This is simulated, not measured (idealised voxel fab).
process module | voxel double patterning
cross-section cut | 230 nm wide | cells 5 nm
A cross-section is a grid of square cells, given in bands from the top down. A band is one or more rows of cells.
Each band's line starts with the height of the band's top and of its bottom, in nm. Then come its materials from left to right, each with its width in nm. One material with "throughout" fills the band from edge to edge. "air" is empty space.
Height 0 is the level under which the wafer as received is all one material. The lowest band goes on downwards, as in "0 down".
A width such as "30 to 40" changes by the same amount from each row of cells to the next, from the band's top row to its bottom row.
"no change" after a step means that no cell of the cross-section changed.
closed voids: empty space of 8 cells or more with no open way to the top, each as width x height at its distance from the left edge, in nm
after a step's settings: what the simulator itself notes on the step
overlay nm, on a step with a mask: how far to the right of its planned place the mask lay; to the left if negative
plan
1 op RECEIVE | material Si
2 op CONFORMAL_DEP | material SiO2 | thk nm 5
3 op DIRECTIONAL_DEP | material TiN | thk nm 10
4 op DIRECTIONAL_DEP | material SiN | thk nm 5
5 op MASKED_ETCH | tone open | mask id FIRST | width nm 15 | pitch nm 50 | etch materials SiN | depth nm 5 | overlay nm 0
6 op MASKED_ETCH | tone open | mask id SECOND | width nm 15 | etch materials SiN | depth nm 5 | overlay nm 0
7 op DIRECTIONAL_ETCH | etch materials TiN | depth nm 10
8 op STRIP | etch materials SiN
first wafer, as planned
as received, after step 1
  0 down: Si throughout
  closed voids: none
after step 2
  5 to 0: SiO2 throughout
  below 0: unchanged
after step 3
  15 to 5: TiN throughout
  below 5: unchanged
after step 4
  20 to 15: SiN throughout
  below 15: unchanged
after step 5
  20 to 15: SiN 80 | air 15 | SiN 35 | air 15 | SiN 85
  below 15: unchanged
after step 6
  20 to 15: SiN 80 | air 15 | SiN 10 | air 15 | SiN 10 | air 15 | SiN 85
  below 15: unchanged
after step 7
  20 to 15: SiN 80 | air 15 | SiN 10 | air 15 | SiN 10 | air 15 | SiN 85
  15 to 5: TiN 80 | air 15 | TiN 10 | air 15 | TiN 10 | air 15 | TiN 85
  below 5: unchanged
after step 8
  15 to 5: TiN 80 | air 15 | TiN 10 | air 15 | TiN 10 | air 15 | TiN 85
  below 5: unchanged
second wafer: like start, like plan, one mistake. Through step 5 it matches the first wafer
when step 6 should have ended
  20 to 15: SiN 80 | air 15 | SiN 5 | air 15 | SiN 15 | air 15 | SiN 85
  below 15: unchanged
when step 7 should have ended
  20 to 15: SiN 80 | air 15 | SiN 5 | air 15 | SiN 15 | air 15 | SiN 85
  15 to 5: TiN 80 | air 15 | TiN 5 | air 15 | TiN 15 | air 15 | TiN 85
  below 5: unchanged
when step 8 should have ended
  15 to 5: TiN 80 | air 15 | TiN 5 | air 15 | TiN 15 | air 15 | TiN 85
  below 5: unchanged
what went wrong: step 6 ran as: op MASKED_ETCH | tone open | mask id SECOND | width nm 15 | etch materials SiN | depth nm 5 | overlay nm -5
at the end the second wafer has, in cells: as many of each material as the first, in other places
